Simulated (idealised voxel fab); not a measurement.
The process module presented herein is designated voxel ribs on slabs.
Pictured: cross-section cut, 155 nm wide, on a grid of 5 nm square cells.
Just so we're on the same page, the cross-sections are grids of square cells, and they're listed out in bands top to bottom, each band one or more rows deep. Per band: top height and bottom height in nm, followed by the left-to-right materials and their widths in nm; "edge to edge" marks a single material spanning edge to edge, "blank" marks empty space. Measure heights from 0. That's the level where, below it, the as-received wafer is all one material. The lowest band is bottomless and extends downward; write it as in "0..down". Per-row width for "30..40": begins at first number (top row of band), ends at second number (bottom row), increment between rows held constant. A step reported as "same as before" is a step in which no cell of the cross-section changed. Listed in "Closed void inventory": every empty space of 8 or more cells without an open way to the top. Form: width x height at distance, the distance being from the left edge, all in nm. Read whatever lies past the settings on a step's line as the simulator's own remark about the step. overlay nm: for a step with a mask, the amount by which the mask lay right of where it was planned; a negative amount means left of it.
# Planned step list for the process
1. RECEIVE (material Si)
2. DIRECTIONAL_DEP (material SiO2; thk nm 25)
3. DIRECTIONAL_DEP (material SiN; thk nm 20)
4. PATTERN (tone cover; mask id RIB; material resist; width nm 15; thk nm 15; overlay nm 0)
5. DIRECTIONAL_ETCH (etch materials SiN; depth nm 5)
6. STRIP (etch materials resist)
7. PATTERN (tone cover; mask id SLAB; material resist; width nm 65; thk nm 15; overlay nm 0)
8. DIRECTIONAL_ETCH (etch materials SiN; depth nm 15)
9. STRIP (etch materials resist)
10. FILL_DEP (material SiO2; thk nm 25)
11. CMP (height nm 60)
12. DIRECTIONAL_DEP (material TiN; thk nm 10)
13. MASKED_ETCH (tone cover; mask id HEATER; width nm 25; etch materials TiN; depth nm 10; overlay nm 0)
14. CONFORMAL_DEP (material SiO2; thk nm 5)
# As-received wafer cross-section (after step 1)
> 0..down  Si edge to edge
> Closed void inventory: none
# First of two wafers: cross-section at end of module, run per plan
> 75..70  blank (60), then SiO2 (35), then blank (60)
> 70..65  blank (60), then SiO2 (5), then TiN (25), then SiO2 (5), then blank (60)
> 65..60  SiO2 (65), then TiN (25), then SiO2 (65)
> 60..45  SiO2 edge to edge
> 45..40  SiO2 (70), then SiN (15), then SiO2 (70)
> 40..25  SiO2 (45), then SiN (65), then SiO2 (45)
> 25..0  SiO2 edge to edge
> 0..down  Si edge to edge
> Closed void inventory: none
# Cross-section, wafer two of two, end of module: same start and plan as wafer one, one error in execution
> 75..70  blank (60), then SiO2 (35), then blank (60)
> 70..65  blank (60), then SiO2 (5), then TiN (25), then SiO2 (5), then blank (60)
> 65..60  SiO2 (65), then TiN (25), then SiO2 (65)
> 60..45  SiO2 edge to edge
> 45..40  SiO2 (70), then SiN (15), then SiO2 (70)
> 40..25  SiO2 (45), then SiN (65), then SiO2 (45)
> 25..0  TiN edge to edge
> 0..down  Si edge to edge
> Closed void inventory: none
Which mistake was made when the wafer was run? rather than as planned, step 2 actually ran as DIRECTIONAL_DEP (material TiN; thk nm 25)
Bottom line after processing is that, in cells, the second wafer is up or down on some materials versus the first: SiO2 -155 | TiN +155
